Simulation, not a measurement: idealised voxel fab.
This is a process module. Its name is voxel plated lines.
The figure presents cross-section cut, which has a width of 255 nm and is divided into square cells with an edge length of 5 nm.
Just so we're on the same page, the cross-sections are grids of square cells, and they're listed out in bands top to bottom, each band one or more rows deep. Top height, bottom height, nm. Materials left to right, width each, nm. Single material + "everywhere" = fills band edge to edge. "blank" = empty. Heights are reckoned from 0. Under this level, the received wafer is all of one material. The bottommost band is open-ended downward, for example "0 nm and below". Quick explanation for "30->40": the width changes in equal steps down the rows of cells, from the first number in the band's top row to the second number in its bottom row. "remains unaltered", as given for a step, is the statement that not any cell of the cross-section underwent a change during that step. For the entry "Enclosed empty spaces", the listed items are empty spaces with no open way to the top whose size is 8 cells or more; each item follows the pattern width x height at distance, where distance is from the left edge and all three are in nm. What comes after the settings on a step's line is commentary from the simulator itself on that step. What "overlay nm" on a step's line means: if the step has a mask, that mask lay this far to the right of its planned place, or, when the value is negative, to the left.
Below is the list of planned process steps:
1) RECEIVE | material Si
2) CONFORMAL_DEP | material Al2O3 | thk nm 10
3) DIRECTIONAL_DEP | material TiN | thk nm 5
4) PATTERN | tone open | mask id LINES | material resist | width nm 20 | pitch nm 50 | thk nm 20 | overlay nm 0
5) EPI | material Ru | thk nm 5
6) STRIP | etch materials resist
7) DIRECTIONAL_ETCH | etch materials TiN | depth nm 5
8) CONFORMAL_DEP | material SiCN | thk nm 5
Of two wafers, the first: run according to plan:
Cross-section of the incoming wafer, state after step 1:
    0 nm and below | Si everywhere
    Enclosed empty spaces: none
Step 2 complete: cross-section through the wafer:
    10 nm to 0 nm | Al2O3 everywhere
    Everything under 0 stays put, no change at all.
Step 3 complete: cross-section through the wafer:
    15 nm to 10 nm | TiN everywhere
    Everything under 10 stays put, no change at all.
Step 4 complete: cross-section through the wafer:
    35 nm to 15 nm | resist 90 nm | blank 20 nm | resist 30 nm | blank 20 nm | resist 95 nm
    Everything under 15 stays put, no change at all.
Step 5 complete: cross-section through the wafer:
    35 nm to 20 nm | resist 90 nm | blank 20 nm | resist 30 nm | blank 20 nm | resist 95 nm
    20 nm to 15 nm | resist 90 nm | Ru 20 nm | resist 30 nm | Ru 20 nm | resist 95 nm
    Everything under 15 stays put, no change at all.
Step 6 complete: cross-section through the wafer:
    20 nm to 15 nm | blank 90 nm | Ru 20 nm | blank 30 nm | Ru 20 nm | blank 95 nm
    Everything under 15 stays put, no change at all.
Step 7 complete: cross-section through the wafer:
    20 nm to 15 nm | blank 90 nm | Ru 20 nm | blank 30 nm | Ru 20 nm | blank 95 nm
    15 nm to 10 nm | blank 90 nm | TiN 20 nm | blank 30 nm | TiN 20 nm | blank 95 nm
    Everything under 10 stays put, no change at all.
Step 8 complete: cross-section through the wafer:
    25 nm to 20 nm | blank 85 nm | SiCN 30 nm | blank 20 nm | SiCN 30 nm | blank 90 nm
    20 nm to 15 nm | blank 85 nm | SiCN 5 nm | Ru 20 nm | SiCN 5 nm | blank 20 nm | SiCN 5 nm | Ru 20 nm | SiCN 5 nm | blank 90 nm
    15 nm to 10 nm | SiCN 90 nm | TiN 20 nm | SiCN 30 nm | TiN 20 nm | SiCN 95 nm
    Everything under 10 stays put, no change at all.
Here the second wafer is described. Its start and its plan were those of the first wafer. Its run contained one mistake. Up to and including step 1, it did exactly what the first wafer did:
At the planned end of step 2, the second wafer in cross-section:
    10 nm to 0 nm | TiN everywhere
    Everything under 0 stays put, no change at all.
At the planned end of step 3, the second wafer in cross-section:
    15 nm to 0 nm | TiN everywhere
    Everything under 0 stays put, no change at all.
At the planned end of step 4, the second wafer in cross-section:
    35 nm to 15 nm | resist 90 nm | blank 20 nm | resist 30 nm | blank 20 nm | resist 95 nm
    Everything under 15 stays put, no change at all.
At the planned end of step 5, the second wafer in cross-section:
    35 nm to 20 nm | resist 90 nm | blank 20 nm | resist 30 nm | blank 20 nm | resist 95 nm
    20 nm to 15 nm | resist 90 nm | Ru 20 nm | resist 30 nm | Ru 20 nm | resist 95 nm
    Everything under 15 stays put, no change at all.
At the planned end of step 6, the second wafer in cross-section:
    20 nm to 15 nm | blank 90 nm | Ru 20 nm | blank 30 nm | Ru 20 nm | blank 95 nm
    Everything under 15 stays put, no change at all.
At the planned end of step 7, the second wafer in cross-section:
    20 nm to 15 nm | blank 90 nm | Ru 20 nm | blank 30 nm | Ru 20 nm | blank 95 nm
    15 nm to 10 nm | blank 90 nm | TiN 20 nm | blank 30 nm | TiN 20 nm | blank 95 nm
    Everything under 10 stays put, no change at all.
At the planned end of step 8, the second wafer in cross-section:
    25 nm to 20 nm | blank 85 nm | SiCN 30 nm | blank 20 nm | SiCN 30 nm | blank 90 nm
    20 nm to 15 nm | blank 85 nm | SiCN 5 nm | Ru 20 nm | SiCN 5 nm | blank 20 nm | SiCN 5 nm | Ru 20 nm | SiCN 5 nm | blank 90 nm
    15 nm to 10 nm | SiCN 90 nm | TiN 20 nm | SiCN 30 nm | TiN 20 nm | SiCN 95 nm
    Everything under 10 stays put, no change at all.
Error vs. plan: step 2 ran with different settings than intended, the actual operation and settings being CONFORMAL_DEP | material TiN | thk nm 10
Final wafer comparison in cells, second versus first, more or fewer per material: Al2O3 -102, TiN +102
